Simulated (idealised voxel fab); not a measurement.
Process module heading - voxel ribs on slabs
Section cut is 220 nm wide and gridded with 5 nm square cells.
If you're reading a cross-section in this doc, picture square cells in a grid; it comes to you as bands, top ones listed first down to the bottom, and a band can be one or more rows of cells.
Within each band entry, the heights of the top and of the bottom of the band appear first, in that order and in nm; the materials of the band then follow from left to right, each with its corresponding width in nm. The designation "everywhere" on a single material indicates that it fills the band from edge to edge; the designation "empty" indicates empty space.
Height datum 0, below which the as-received substrate wafer is one material. Lowest band open at the bottom, running downward: "0..down".
Per-row width for "30..40": begins at first number (top row of band), ends at second number (bottom row), increment between rows held constant.
Any step labelled "stayed the same" changed none of the cells in the cross-section.
The entry "Unvented internal voids" lists the empty spaces that cover at least 8 cells and have no open path to the top. Each is written as width x height at distance, where the distance is measured from the left edge and all three values are in nm.
Step line, after settings: the simulator's comment on this step.
"overlay nm" on a masked step: distance the mask lay right of its planned place, negative for left.

Planned process steps:
1,RECEIVE, material Si
2,DIRECTIONAL_DEP, material SiO2, thk nm 30
3,DIRECTIONAL_DEP, material SiN, thk nm 15
4,MASKED_ETCH, tone cover, mask id RIB, width nm 15, etch materials SiN, depth nm 10, overlay nm 0
5,PATTERN, tone cover, mask id SLAB, material resist, width nm 55, thk nm 20, overlay nm 0
6,DIRECTIONAL_ETCH, etch materials SiN, depth nm 5
7,STRIP, etch materials resist
8,FILL_DEP, material SiO2, thk nm 25
9,CMP, height nm 60
10,DIRECTIONAL_DEP, material TiN, thk nm 5
11,DIRECTIONAL_DEP, material aC, thk nm 15
12,PATTERN, tone cover, mask id HEATER, material resist, width nm 25, thk nm 35, overlay nm 0
13,DIRECTIONAL_ETCH, etch materials aC, depth nm 15
14,STRIP, etch materials resist
15,DIRECTIONAL_ETCH, etch materials TiN, depth nm 5
16,STRIP, etch materials aC
17,CONFORMAL_DEP, material SiO2, thk nm 5

The first of a set of two wafers, run to plan:

Cross-sectional view of the wafer in its as-received condition, corresponding to the state after step 1:
> 0..down: Si everywhere
> Unvented internal voids: none

Presented here is a cross-section of the wafer after step 2 has been performed:
> 30..0: SiO2 everywhere
> Below a height of 0, the structure has not been altered.

Presented here is a cross-section of the wafer after step 3 has been performed:
> 45..30: SiN everywhere
> Below a height of 30, the structure has not been altered.

Presented here is a cross-section of the wafer after step 4 has been performed:
> 45..35: empty=100; SiN=15; empty=105
> Below a height of 35, the structure has not been altered.

Presented here is a cross-section of the wafer after step 5 has been performed:
> 65..45: empty=80; resist=55; empty=85
> 45..35: empty=80; resist=20; SiN=15; resist=20; empty=85
> Below a height of 35, the structure has not been altered.

Presented here is a cross-section of the wafer after step 6 has been performed:
> 65..45: empty=80; resist=55; empty=85
> 45..35: empty=80; resist=20; SiN=15; resist=20; empty=85
> 35..30: empty=80; SiN=55; empty=85
> Below a height of 30, the structure has not been altered.

Presented here is a cross-section of the wafer after step 7 has been performed:
> 45..35: empty=100; SiN=15; empty=105
> Below a height of 35, the structure has not been altered.

Presented here is a cross-section of the wafer after step 8 has been performed:
> 70..45: SiO2 everywhere
> 45..35: SiO2=100; SiN=15; SiO2=105
> 35..30: SiO2=80; SiN=55; SiO2=85
> Below a height of 30, the structure has not been altered.

Presented here is a cross-section of the wafer after step 9 has been performed:
> 60..45: SiO2 everywhere
> Below a height of 45, the structure has not been altered.

Presented here is a cross-section of the wafer after step 10 has been performed:
> 65..60: TiN everywhere
> Below a height of 60, the structure has not been altered.

Presented here is a cross-section of the wafer after step 11 has been performed:
> 80..65: aC everywhere
> Below a height of 65, the structure has not been altered.

Presented here is a cross-section of the wafer after step 12 has been performed:
> 115..80: empty=95; resist=25; empty=100
> Below a height of 80, the structure has not been altered.

Presented here is a cross-section of the wafer after step 13 has been performed:
> 100..80: empty=95; resist=25; empty=100
> 80..65: empty=95; aC=25; empty=100
> Below a height of 65, the structure has not been altered.

Presented here is a cross-section of the wafer after step 14 has been performed:
> 80..65: empty=95; aC=25; empty=100
> Below a height of 65, the structure has not been altered.

Presented here is a cross-section of the wafer after step 15 has been performed:
> 80..65: empty=95; aC=25; empty=100
> 65..60: empty=95; TiN=25; empty=100
> Below a height of 60, the structure has not been altered.

Presented here is a cross-section of the wafer after step 16 has been performed:
> 65..60: empty=95; TiN=25; empty=100
> Below a height of 60, the structure has not been altered.

Presented here is a cross-section of the wafer after step 17 has been performed:
> 70..65: empty=90; SiO2=35; empty=95
> 65..60: SiO2=95; TiN=25; SiO2=100
> Below a height of 60, the structure has not been altered.

For the second wafer, take the first wafer's start and plan, then add one mistake made in running it; everything through step 10, that step included, is shared with the first:

What the second wafer looks like in cross-section when step 11 should have wrapped up:
> 80..65: SiO2 everywhere
> Below a height of 65, the structure has not been altered.

What the second wafer looks like in cross-section when step 12 should have wrapped up:
> 115..80: empty=95; resist=25; empty=100
> Below a height of 80, the structure has not been altered.

What the second wafer looks like in cross-section when step 13 should have wrapped up:
> 100..80: empty=95; resist=25; empty=100
> Below a height of 80, the structure has not been altered.

What the second wafer looks like in cross-section when step 14 should have wrapped up:
> 80..65: SiO2 everywhere
> Below a height of 65, the structure has not been altered.

What the second wafer looks like in cross-section when step 15 should have wrapped up: stayed the same

What the second wafer looks like in cross-section when step 16 should have wrapped up: stayed the same

What the second wafer looks like in cross-section when step 17 should have wrapped up:
> 85..65: SiO2 everywhere
> Below a height of 65, the structure has not been altered.
Run error: step 11 ran as: DIRECTIONAL_DEP, material SiO2, thk nm 15
FYI, end of process, the second wafer has more or fewer cells of some materials than the first: SiO2: 130 more, TiN: 39 more
